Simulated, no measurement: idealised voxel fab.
Name of the process module below: voxel capacitor over wiring
In the cross-section labelled cut, the width is 220 nm and each square cell is 5 nm.
Bands, listed from the top down, are how a cross-section gets written in this document; the cross-section itself is a grid of square cells, and a band is one or more rows of them. Band: top height; bottom height; in nm. Then, left to right: material with width in nm, for each material. "all across": a single material spanning edge to edge. "blank": empty space. Heights from 0 (as-received wafer is one material below). Bottom band endless downward, as "0 down". So if you see something like "30..40" for the width, read it as the top row of the band sitting at the first number and the bottom row at the second, with every row in between moving by the same amount as the last. Given "changes: none" for a step, no cell of the cross-section differs between before and after that step. The entry "Closed void inventory" lists the empty spaces that cover at least 8 cells and have no open path to the top. Each is written as width x height at distance, where the distance is measured from the left edge and all three values are in nm. Past the settings on a step's line: simulator remark, on that step. Steps that use a mask can have "overlay nm" on their line. It says how far the mask sat to the right of where it was meant to be. Negative means to the left.

-- Here's what the planned process steps look like
step 1: RECEIVE [material Si]
step 2: CONFORMAL_DEP [material SiO2] [thk nm 10]
step 3: DIRECTIONAL_DEP [material TiN] [thk nm 5]
step 4: DIRECTIONAL_DEP [material W] [thk nm 20]
step 5: MASKED_ETCH [tone cover] [mask id METAL_1] [width nm 30] [pitch nm 100] [etch materials W] [depth nm 20] [overlay nm 0]
step 6: MASKED_ETCH [tone cover] [mask id METAL_1] [width nm 30] [pitch nm 100] [etch materials TiN] [depth nm 5] [overlay nm 0]
step 7: CONFORMAL_DEP [material SiN] [thk nm 5]
step 8: FILL_DEP [material lowk] [thk nm 10]
step 9: CMP [height nm 35]
step 10: CONFORMAL_DEP [material SiCN] [thk nm 5]
step 11: DIRECTIONAL_DEP [material lowk] [thk nm 15]
step 12: PATTERN [tone open] [mask id PLUG_1] [material resist] [width nm 15] [thk nm 15] [overlay nm 0]
step 13: DIRECTIONAL_ETCH [etch materials lowk] [depth nm 15]
step 14: DIRECTIONAL_ETCH [etch materials SiCN] [depth nm 5]
step 15: STRIP [etch materials resist]
step 16: EPI [material Ru] [thk nm 10]
step 17: EPI [material Ru] [thk nm 10]
step 18: DIRECTIONAL_DEP [material TiN] [thk nm 10]
step 19: DIRECTIONAL_DEP [material Al2O3] [thk nm 5]
step 20: DIRECTIONAL_DEP [material TiN] [thk nm 5]
step 21: MASKED_ETCH [tone cover] [mask id UPPER_PLATE] [width nm 75] [etch materials TiN] [depth nm 5] [overlay nm 0]
step 22: MASKED_ETCH [tone cover] [mask id UPPER_PLATE] [width nm 75] [etch materials Al2O3] [depth nm 5] [overlay nm 0]
step 23: MASKED_ETCH [tone cover] [mask id LOWER_PLATE] [width nm 85] [etch materials TiN] [depth nm 10] [overlay nm 0]
step 24: FILL_DEP [material SiO2] [thk nm 15]
step 25: CMP [height nm 85]
step 26: MASKED_ETCH [tone open] [mask id PLUG_2] [width nm 15] [etch materials SiO2] [depth nm 10] [overlay nm 0]
step 27: CONFORMAL_DEP [material TiN] [thk nm 5]
step 28: FILL_DEP [material W] [thk nm 10]
step 29: CMP [height nm 85]
step 30: CONFORMAL_DEP [material SiN] [thk nm 5]

-- Account of the first of two wafers, which was processed as intended

-- Cross-section of the wafer upon arrival, representing the state reached after step 1
- 0 down | Si all across
- Closed void inventory: none

-- Cross-sectional representation of the wafer at the conclusion of step 2
- 10 to 0 | SiO2 all across
- At heights below 0, the structure remains unaltered.

-- Cross-sectional representation of the wafer at the conclusion of step 3
- 15 to 10 | TiN all across
- At heights below 10, the structure remains unaltered.

-- Cross-sectional representation of the wafer at the conclusion of step 4
- 35 to 15 | W all across
- At heights below 15, the structure remains unaltered.

-- Cross-sectional representation of the wafer at the conclusion of step 5
- 35 to 15 | blank (45), W (30), blank (70), W (30), blank (45)
- At heights below 15, the structure remains unaltered.

-- Cross-sectional representation of the wafer at the conclusion of step 6
- 35 to 15 | blank (45), W (30), blank (70), W (30), blank (45)
- 15 to 10 | blank (45), TiN (30), blank (70), TiN (30), blank (45)
- At heights below 10, the structure remains unaltered.

-- Cross-sectional representation of the wafer at the conclusion of step 7
- 40 to 35 | blank (40), SiN (40), blank (60), SiN (40), blank (40)
- 35 to 15 | blank (40), SiN (5), W (30), SiN (5), blank (60), SiN (5), W (30), SiN (5), blank (40)
- 15 to 10 | SiN (45), TiN (30), SiN (70), TiN (30), SiN (45)
- At heights below 10, the structure remains unaltered.

-- Cross-sectional representation of the wafer at the conclusion of step 8
- 50 to 40 | lowk all across
- 40 to 35 | lowk (40), SiN (40), lowk (60), SiN (40), lowk (40)
- 35 to 15 | lowk (40), SiN (5), W (30), SiN (5), lowk (60), SiN (5), W (30), SiN (5), lowk (40)
- At heights below 15, the structure remains unaltered.

-- Cross-sectional representation of the wafer at the conclusion of step 9
- 35 to 15 | lowk (40), SiN (5), W (30), SiN (5), lowk (60), SiN (5), W (30), SiN (5), lowk (40)
- At heights below 15, the structure remains unaltered.

-- Cross-sectional representation of the wafer at the conclusion of step 10
- 40 to 35 | SiCN all across
- At heights below 35, the structure remains unaltered.

-- Cross-sectional representation of the wafer at the conclusion of step 11
- 55 to 40 | lowk all across
- At heights below 40, the structure remains unaltered.

-- Cross-sectional representation of the wafer at the conclusion of step 12
- 70 to 55 | resist (60), blank (15), resist (145)
- At heights below 55, the structure remains unaltered.

-- Cross-sectional representation of the wafer at the conclusion of step 13
- 70 to 55 | resist (60), blank (15), resist (145)
- 55 to 40 | lowk (60), blank (15), lowk (145)
- At heights below 40, the structure remains unaltered.

-- Cross-sectional representation of the wafer at the conclusion of step 14
- 70 to 55 | resist (60), blank (15), resist (145)
- 55 to 40 | lowk (60), blank (15), lowk (145)
- 40 to 35 | SiCN (60), blank (15), SiCN (145)
- At heights below 35, the structure remains unaltered.

-- Cross-sectional representation of the wafer at the conclusion of step 15
- 55 to 40 | lowk (60), blank (15), lowk (145)
- At heights below 40, the structure remains unaltered.

-- Cross-sectional representation of the wafer at the conclusion of step 16
- 55 to 45 | lowk (60), blank (15), lowk (145)
- 45 to 40 | lowk (60), Ru (15), lowk (145)
- 40 to 35 | SiCN (60), Ru (15), SiCN (145)
- At heights below 35, the structure remains unaltered.

-- Cross-sectional representation of the wafer at the conclusion of step 17
- 55 to 40 | lowk (60), Ru (15), lowk (145)
- At heights below 40, the structure remains unaltered.

-- Cross-sectional representation of the wafer at the conclusion of step 18
- 65 to 55 | TiN all across
- At heights below 55, the structure remains unaltered.

-- Cross-sectional representation of the wafer at the conclusion of step 19
- 70 to 65 | Al2O3 all across
- At heights below 65, the structure remains unaltered.

-- Cross-sectional representation of the wafer at the conclusion of step 20
- 75 to 70 | TiN all across
- At heights below 70, the structure remains unaltered.

-- Cross-sectional representation of the wafer at the conclusion of step 21
- 75 to 70 | blank (60), TiN (75), blank (85)
- At heights below 70, the structure remains unaltered.

-- Cross-sectional representation of the wafer at the conclusion of step 22
- 75 to 70 | blank (60), TiN (75), blank (85)
- 70 to 65 | blank (60), Al2O3 (75), blank (85)
- At heights below 65, the structure remains unaltered.

-- Cross-sectional representation of the wafer at the conclusion of step 23
- 75 to 70 | blank (60), TiN (75), blank (85)
- 70 to 65 | blank (60), Al2O3 (75), blank (85)
- 65 to 55 | blank (55), TiN (85), blank (80)
- At heights below 55, the structure remains unaltered.

-- Cross-sectional representation of the wafer at the conclusion of step 24
- 90 to 75 | SiO2 all across
- 75 to 70 | SiO2 (60), TiN (75), SiO2 (85)
- 70 to 65 | SiO2 (60), Al2O3 (75), SiO2 (85)
- 65 to 55 | SiO2 (55), TiN (85), SiO2 (80)
- At heights below 55, the structure remains unaltered.

-- Cross-sectional representation of the wafer at the conclusion of step 25
- 85 to 75 | SiO2 all across
- At heights below 75, the structure remains unaltered.

-- Cross-sectional representation of the wafer at the conclusion of step 26
- 85 to 75 | SiO2 (70), blank (15), SiO2 (135)
- At heights below 75, the structure remains unaltered.

-- Cross-sectional representation of the wafer at the conclusion of step 27
- 90 to 85 | TiN (75), blank (5), TiN (140)
- 85 to 80 | SiO2 (70), TiN (5), blank (5), TiN (5), SiO2 (135)
- 80 to 70 | SiO2 (70..60), TiN (15..75), SiO2 (135..85)
- At heights below 70, the structure remains unaltered.

-- Cross-sectional representation of the wafer at the conclusion of step 28
- 100 to 90 | W all across
- 90 to 85 | TiN (75), W (5), TiN (140)
- 85 to 80 | SiO2 (70), TiN (5), W (5), TiN (5), SiO2 (135)
- At heights below 80, the structure remains unaltered.

-- Cross-sectional representation of the wafer at the conclusion of step 29
- 85 to 80 | SiO2 (70), TiN (5), W (5), TiN (5), SiO2 (135)
- At heights below 80, the structure remains unaltered.

-- Cross-sectional representation of the wafer at the conclusion of step 30
- 90 to 85 | SiN all across
- At heights below 85, the structure remains unaltered.

-- What follows concerns the second wafer, which started out like the first and was meant to follow the very same plan; one mistake crept in when it was run, but everything up to and including step 3 is the same as for the first wafer

-- Look at the second wafer in cross-section at the time step 4 ought to have finished
- 35 to 15 | lowk all across
- At heights below 15, the structure remains unaltered.

Look at the second wafer in cross-section at the time step 5 ought to have finished: changes: none

Look at the second wafer in cross-section at the time step 6 ought to have finished: changes: none

-- Look at the second wafer in cross-section at the time step 7 ought to have finished
- 40 to 35 | SiN all across
- At heights below 35, the structure remains unaltered.

-- Look at the second wafer in cross-section at the time step 8 ought to have finished
- 50 to 40 | lowk all across
- At heights below 40, the structure remains unaltered.

-- Look at the second wafer in cross-section at the time step 9 ought to have finished
- 35 to 15 | lowk all across
- At heights below 15, the structure remains unaltered.

-- Look at the second wafer in cross-section at the time step 10 ought to have finished
- 40 to 35 | SiCN all across
- At heights below 35, the structure remains unaltered.

-- Look at the second wafer in cross-section at the time step 11 ought to have finished
- 55 to 40 | lowk all across
- At heights below 40, the structure remains unaltered.

-- Look at the second wafer in cross-section at the time step 12 ought to have finished
- 70 to 55 | resist (60), blank (15), resist (145)
- At heights below 55, the structure remains unaltered.

-- Look at the second wafer in cross-section at the time step 13 ought to have finished
- 70 to 55 | resist (60), blank (15), resist (145)
- 55 to 40 | lowk (60), blank (15), lowk (145)
- At heights below 40, the structure remains unaltered.

-- Look at the second wafer in cross-section at the time step 14 ought to have finished
- 70 to 55 | resist (60), blank (15), resist (145)
- 55 to 40 | lowk (60), blank (15), lowk (145)
- 40 to 35 | SiCN (60), blank (15), SiCN (145)
- At heights below 35, the structure remains unaltered.

-- Look at the second wafer in cross-section at the time step 15 ought to have finished
- 55 to 40 | lowk (60), blank (15), lowk (145)
- At heights below 40, the structure remains unaltered.

Look at the second wafer in cross-section at the time step 16 ought to have finished: changes: none

Look at the second wafer in cross-section at the time step 17 ought to have finished: changes: none

-- Look at the second wafer in cross-section at the time step 18 ought to have finished
- 65 to 55 | TiN (60), blank (15), TiN (145)
- 55 to 45 | lowk (60), blank (15), lowk (145)
- 45 to 40 | lowk (60), TiN (15), lowk (145)
- 40 to 35 | SiCN (60), TiN (15), SiCN (145)
- At heights below 35, the structure remains unaltered.

-- Look at the second wafer in cross-section at the time step 19 ought to have finished
- 70 to 65 | Al2O3 (60), blank (15), Al2O3 (145)
- 65 to 55 | TiN (60), blank (15), TiN (145)
- 55 to 50 | lowk (60), blank (15), lowk (145)
- 50 to 45 | lowk (60), Al2O3 (15), lowk (145)
- At heights below 45, the structure remains unaltered.

-- Look at the second wafer in cross-section at the time step 20 ought to have finished
- 75 to 70 | TiN (60), blank (15), TiN (145)
- 70 to 65 | Al2O3 (60), blank (15), Al2O3 (145)
- 65 to 55 | TiN (60), blank (15), TiN (145)
- 55 to 50 | lowk (60), TiN (15), lowk (145)
- At heights below 50, the structure remains unaltered.

-- Look at the second wafer in cross-section at the time step 21 ought to have finished
- 75 to 70 | blank (75), TiN (60), blank (85)
- At heights below 70, the structure remains unaltered.

-- Look at the second wafer in cross-section at the time step 22 ought to have finished
- 75 to 70 | blank (75), TiN (60), blank (85)
- 70 to 65 | blank (75), Al2O3 (60), blank (85)
- At heights below 65, the structure remains unaltered.

-- Look at the second wafer in cross-section at the time step 23 ought to have finished
- 75 to 70 | blank (75), TiN (60), blank (85)
- 70 to 65 | blank (75), Al2O3 (60), blank (85)
- 65 to 55 | blank (55), TiN (5), blank (15), TiN (65), blank (80)
- At heights below 55, the structure remains unaltered.

-- Look at the second wafer in cross-section at the time step 24 ought to have finished
- 90 to 75 | SiO2 all across
- 75 to 70 | SiO2 (75), TiN (60), SiO2 (85)
- 70 to 65 | SiO2 (75), Al2O3 (60), SiO2 (85)
- 65 to 55 | SiO2 (55), TiN (5), SiO2 (15), TiN (65), SiO2 (80)
- At heights below 55, the structure remains unaltered.

-- Look at the second wafer in cross-section at the time step 25 ought to have finished
- 85 to 75 | SiO2 all across
- At heights below 75, the structure remains unaltered.

-- Look at the second wafer in cross-section at the time step 26 ought to have finished
- 85 to 75 | SiO2 (70), blank (15), SiO2 (135)
- At heights below 75, the structure remains unaltered.

-- Look at the second wafer in cross-section at the time step 27 ought to have finished
- 90 to 85 | TiN (75), blank (5), TiN (140)
- 85 to 80 | SiO2 (70), TiN (5), blank (5), TiN (5), SiO2 (135)
- 80 to 70 | SiO2 (70..75), TiN (15..60), SiO2 (135..85)
- At heights below 70, the structure remains unaltered.

-- Look at the second wafer in cross-section at the time step 28 ought to have finished
- 100 to 90 | W all across
- 90 to 85 | TiN (75), W (5), TiN (140)
- 85 to 80 | SiO2 (70), TiN (5), W (5), TiN (5), SiO2 (135)
- At heights below 80, the structure remains unaltered.

-- Look at the second wafer in cross-section at the time step 29 ought to have finished
- 85 to 80 | SiO2 (70), TiN (5), W (5), TiN (5), SiO2 (135)
- At heights below 80, the structure remains unaltered.

-- Look at the second wafer in cross-section at the time step 30 ought to have finished
- 90 to 85 | SiN all across
- At heights below 85, the structure remains unaltered.
Finding, execution versus plan: planned and actual differ for step 4; actual: DIRECTIONAL_DEP [material lowk] [thk nm 20]
Bottom line after processing is that, in cells, the second wafer is up or down on some materials versus the first: Ru: 12 fewer, SiN: 48 fewer, SiO2: 12 more, TiN: 32 more, W: 48 fewer, lowk: 64 more
